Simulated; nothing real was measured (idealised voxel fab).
Documented hereafter: the process module known as voxel self aligned contacts.
Displayed cross-section: cut, width of 275 nm, square cells sized 5 nm.
Think of the cross-section as a grid of square cells. We describe it in bands, top to bottom, and each band covers one or more rows of those cells. A band entry consists of two parts. The first gives the height of the band's top and the height of its bottom, in nm. The rest lists the band's materials from left to right, each with its width in nm. A single material labelled with the word "full width" fills the band from edge to edge, and the word "air" marks empty space. Where do heights start? At 0: under that level the wafer as delivered is made of one material only. And the lowest band has no floor; it just carries on downward, as in "z 0 and below". It should be noted that a width expressed as "30->40" varies in equal increments from row to row of cells within the band, taking the value of the first number at the top row and that of the second number at the bottom row. "no alteration" (step): cross-section cells unchanged, all of them. Enclosed voids (no open way to top), threshold 8 cells or more, entry "Closed internal voids", notation width x height at distance, distance from left edge, nm. Anything after a step's settings on that line? It's the simulator's own note about the step. You can add "overlay nm" to a step's line. For a step with a mask, it describes how far the mask lay to the right of its planned position, and a negative number describes a lay to the left.

# The following list gives the planned process steps
1 RECEIVE,material Si
2 OXIDIZE,depth nm 5
3 DIRECTIONAL_DEP,material polySi,thk nm 25
4 DIRECTIONAL_DEP,material SiN,thk nm 15
5 DIRECTIONAL_DEP,material aC,thk nm 10
6 PATTERN,tone cover,mask id GATE,material resist,width nm 35,pitch nm 65,thk nm 25,overlay nm 0
7 DIRECTIONAL_ETCH,etch materials aC,depth nm 10
8 STRIP,etch materials resist
9 DIRECTIONAL_ETCH,etch materials SiN,depth nm 15
10 DIRECTIONAL_ETCH,etch materials polySi,depth nm 25
11 STRIP,etch materials aC
12 CONFORMAL_DEP,material SiN,thk nm 5
13 DIRECTIONAL_ETCH,etch materials SiN,depth nm 5
14 FILL_DEP,material SiO2,thk nm 20
15 CMP,height nm 50
16 DIRECTIONAL_DEP,material aC,thk nm 15
17 PATTERN,tone open,mask id CONTACT,material resist,width nm 50,thk nm 35,overlay nm 0
18 DIRECTIONAL_ETCH,etch materials aC,depth nm 15
19 STRIP,etch materials resist
20 DIRECTIONAL_ETCH,etch materials SiO2,depth nm 55
21 STRIP,etch materials aC
22 CONFORMAL_DEP,material TiN,thk nm 5
23 FILL_DEP,material Ru,thk nm 5
24 CMP,height nm 50
25 CONFORMAL_DEP,material SiN,thk nm 5

# Delivered wafer in cross-section: state after step 1
z 0 and below: Si full width
Closed internal voids: none

# Same starting wafer, same plan as above, one mistake in the execution; this is the cross-section at the end of the module
z 55 to 50: SiN full width
z 50 to 40: SiO2 110 nm  TiN 5 nm  Ru 40 nm  TiN 5 nm  SiO2 115 nm
z 40 to 35: SiO2 110 nm  TiN 20 nm  Ru 10 nm  TiN 20 nm  SiO2 115 nm
z 35 to 20: SiO2 80 nm  SiN 45 nm  TiN 5 nm  Ru 10 nm  TiN 5 nm  SiN 45 nm  SiO2 85 nm
z 20 to 0: SiO2 80 nm  SiN 5 nm  polySi 35 nm  SiN 5 nm  TiN 5 nm  Ru 10 nm  TiN 5 nm  SiN 5 nm  polySi 35 nm  SiN 5 nm  SiO2 85 nm
z 0 to -5: SiO2 125 nm  TiN 20 nm  SiO2 130 nm
z -5 and below: Si full width
Closed internal voids: none
Finding, execution versus plan: it should be noted that step 3 was executed with settings other than those planned, the operation and settings actually applied being DIRECTIONAL_DEP,material polySi,thk nm 20
